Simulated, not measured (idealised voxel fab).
Process module, titled voxel transistor to metal
The cross-section on display is named cut; it measures 295 nm wide, and its cells are 5 nm squares.
Bands, listed from the top down, are how a cross-section gets written in this document; the cross-section itself is a grid of square cells, and a band is one or more rows of them. Band: top height; bottom height; in nm. Then, left to right: material with width in nm, for each material. "throughout": a single material spanning edge to edge. "empty": empty space. A quick word on heights: they are counted from 0, and under that level the wafer as it came to us is one material throughout. The lowest band is different from the rest in having no bottom; it simply continues downward, written as in "0 down". It should be noted that a width expressed as "30..40" varies in equal increments from row to row of cells within the band, taking the value of the first number at the top row and that of the second number at the bottom row. Key: "no alteration" - step with no changed cell in the cross-section. Empty spaces counting at least 8 cells and having no open way to the top are listed in "Enclosed void inventory". The notation width x height at distance is used for each, the distance being from the left edge and all three values in nm. Post-settings text on a step line: simulator's own remark regarding the step. overlay nm: right-of-plan distance of the mask on a masked step; negative values mean left-of-plan.

Process steps foreseen in the plan:
step 1: RECEIVE with material Si
step 2: CONFORMAL_DEP with material SiO2, thk nm 5
step 3: CONFORMAL_DEP with material SiN, thk nm 15
step 4: MASKED_ETCH with tone cover, mask id ACTIVE, width nm 110, pitch nm 130, etch materials SiN, depth nm 15, overlay nm 0
step 5: MASKED_ETCH with tone cover, mask id ACTIVE, width nm 110, pitch nm 130, etch materials SiO2, depth nm 5, overlay nm 0
step 6: MASKED_ETCH with tone cover, mask id ACTIVE, width nm 110, pitch nm 130, etch materials Si, depth nm 30, overlay nm 0
step 7: FILL_DEP with material SiO2, thk nm 10
step 8: CMP with height nm 20
step 9: SELECTIVE_ETCH with etch materials SiO2, depth nm 15
step 10: STRIP with etch materials SiN
step 11: SELECTIVE_ETCH with etch materials SiO2, depth nm 5
step 12: OXIDIZE with depth nm 5
step 13: DIRECTIONAL_DEP with material polySi, thk nm 30
step 14: DIRECTIONAL_DEP with material SiCN, thk nm 10
step 15: DIRECTIONAL_DEP with material aC, thk nm 10
step 16: PATTERN with tone cover, mask id GATE, material resist, width nm 20, pitch nm 130, thk nm 25, overlay nm 0
step 17: DIRECTIONAL_ETCH with etch materials aC, depth nm 10
step 18: STRIP with etch materials resist
step 19: DIRECTIONAL_ETCH with etch materials SiCN, depth nm 20
step 20: DIRECTIONAL_ETCH with etch materials polySi, depth nm 40
step 21: STRIP with etch materials aC
step 22: CONFORMAL_DEP with material SiO2, thk nm 5
step 23: DIRECTIONAL_ETCH with etch materials SiO2, depth nm 5
step 24: CONFORMAL_DEP with material SiN, thk nm 5
step 25: DIRECTIONAL_ETCH with etch materials SiN, depth nm 5
step 26: DIRECTIONAL_ETCH with etch materials SiO2, depth nm 5
step 27: EPI with material SiGe, thk nm 5
step 28: FILL_DEP with material SiO2, thk nm 5
step 29: CMP with height nm 40
step 30: DIRECTIONAL_DEP with material SiO2, thk nm 15
step 31: DIRECTIONAL_DEP with material aC, thk nm 10
step 32: PATTERN with tone open, mask id CONTACT, material resist, width nm 20, thk nm 30, overlay nm 0
step 33: DIRECTIONAL_ETCH with etch materials aC, depth nm 10
step 34: STRIP with etch materials resist
step 35: DIRECTIONAL_ETCH with etch materials SiO2, depth nm 55
step 36: STRIP with etch materials aC
step 37: CONFORMAL_DEP with material TiN, thk nm 5
step 38: FILL_DEP with material Ru, thk nm 5
step 39: CMP with height nm 55
step 40: CONFORMAL_DEP with material SiN, thk nm 5
step 41: DIRECTIONAL_DEP with material lowk, thk nm 25
step 42: DIRECTIONAL_DEP with material aC, thk nm 15
step 43: PATTERN with tone open, mask id METAL_1, material resist, width nm 20, thk nm 35, overlay nm 0
step 44: DIRECTIONAL_ETCH with etch materials aC, depth nm 15
step 45: STRIP with etch materials resist
step 46: DIRECTIONAL_ETCH with etch materials lowk, depth nm 25
step 47: DIRECTIONAL_ETCH with etch materials SiN, depth nm 5
step 48: STRIP with etch materials aC
step 49: CONFORMAL_DEP with material TiN, thk nm 5
step 50: FILL_DEP with material W, thk nm 10
step 51: CMP with height nm 85
step 52: EPI with material Ru, thk nm 5
step 53: FILL_DEP with material SiCN, thk nm 5
step 54: DIRECTIONAL_DEP with material SiO2, thk nm 25
step 55: DIRECTIONAL_DEP with material aC, thk nm 10
step 56: PATTERN with tone open, mask id METAL_2, material resist, width nm 20, pitch nm 130, thk nm 25, overlay nm 0
step 57: DIRECTIONAL_ETCH with etch materials aC, depth nm 10
step 58: STRIP with etch materials resist
step 59: DIRECTIONAL_ETCH with etch materials SiO2, depth nm 15
step 60: STRIP with etch materials aC
step 61: DIRECTIONAL_DEP with material aC, thk nm 10
step 62: PATTERN with tone open, mask id METAL_2_HOLES, material resist, width nm 15, pitch nm 130, thk nm 25, overlay nm 0
step 63: DIRECTIONAL_ETCH with etch materials aC, depth nm 10
step 64: STRIP with etch materials resist
step 65: DIRECTIONAL_ETCH with etch materials SiO2, depth nm 10
step 66: DIRECTIONAL_ETCH with etch materials SiCN, depth nm 5
step 67: STRIP with etch materials aC
step 68: CONFORMAL_DEP with material TiN, thk nm 5
step 69: FILL_DEP with material Cu, thk nm 10
step 70: CMP with height nm 120
step 71: CONFORMAL_DEP with material SiCN, thk nm 5

Shown in cross-section is the wafer as received, that is, as it stands after step 1:
0 down | Si throughout
Enclosed void inventory: none

Cross-section at module end, one run error; start and plan unchanged from above:
125 to 120 | SiCN throughout
120 to 115 | Cu=20  TiN=15  Cu=10  TiN=15  Cu=40  TiN=40  Cu=10  TiN=15  Cu=10  TiN=15  Cu=40  TiN=40  Cu=25
115 to 110 | TiN=25  SiO2=5  TiN=5  Cu=10  TiN=5  SiO2=5  TiN=50  SiO2=30  TiN=20  SiO2=5  TiN=5  Cu=10  TiN=5  SiO2=5  TiN=50  SiO2=30  TiN=30
110 to 100 | SiO2=30  TiN=5  Cu=10..5  TiN=5..10  SiO2=110  TiN=5  Cu=10..5  TiN=5..10  SiO2=115
100 to 95 | SiO2=30  TiN=5  Cu=5  TiN=5  SiO2=115  TiN=5  Cu=5  TiN=5  SiO2=120
95 to 90 | SiO2=30  TiN=15  SiO2=115  TiN=15  SiO2=120
90 to 85 | SiO2=25  Ru=30  SiO2=50  Ru=30  SiO2=20  Ru=30  SiO2=50  Ru=30  SiO2=30
85 to 60 | lowk=30  TiN=5  W=10  TiN=5  lowk=60  TiN=5  W=10  TiN=5  lowk=30  TiN=5  W=10  TiN=5  lowk=60  TiN=5  W=10  TiN=5  lowk=35
60 to 55 | SiN=30  TiN=20  SiN=60  TiN=20  SiN=30  TiN=20  SiN=60  TiN=20  SiN=35
55 to 40 | SiO2=30  TiN=5  Ru=10  TiN=5  SiO2=60  TiN=5  Ru=10  TiN=5  SiO2=30  TiN=5  Ru=10  TiN=5  SiO2=60  TiN=5  Ru=10  TiN=5  SiO2=35
40 to 30 | SiO2=30  TiN=5  Ru=10  TiN=5  SiO2=10  SiN=5  SiO2=5  SiCN=20  SiO2=5  SiN=5  SiO2=10  TiN=5  Ru=10  TiN=5  SiO2=30  TiN=5  Ru=10  TiN=5  SiO2=10  SiN=5  SiO2=5  SiCN=20  SiO2=5  SiN=5  SiO2=10  TiN=5  Ru=10  TiN=5  SiO2=35
30 to 5 | SiO2=30  TiN=5  Ru=10  TiN=5  SiO2=10  SiN=5  SiO2=5  polySi=20  SiO2=5  SiN=5  SiO2=10  TiN=5  Ru=10  TiN=5  SiO2=30  TiN=5  Ru=10  TiN=5  SiO2=10  SiN=5  SiO2=5  polySi=20  SiO2=5  SiN=5  SiO2=10  TiN=5  Ru=10  TiN=5  SiO2=35
5 to 0 | SiO2=30  TiN=20  SiO2=10  SiN=5  SiO2=5  polySi=20  SiO2=5  SiN=5  SiO2=10  TiN=20  SiO2=30  TiN=20  SiO2=10  SiN=5  SiO2=5  polySi=20  SiO2=5  SiN=5  SiO2=10  TiN=20  SiO2=35
0 to -5 | SiO2=20  SiGe=40  SiO2=40  SiGe=40  SiO2=10  SiGe=40  SiO2=40  SiGe=40  SiO2=25
-5 to -30 | SiO2=25  Si=110  SiO2=20  Si=110  SiO2=30
-30 down | Si throughout
Enclosed void inventory: none
So what did we get wrong on this run? with respect to the plan, step 53 was omitted and not executed
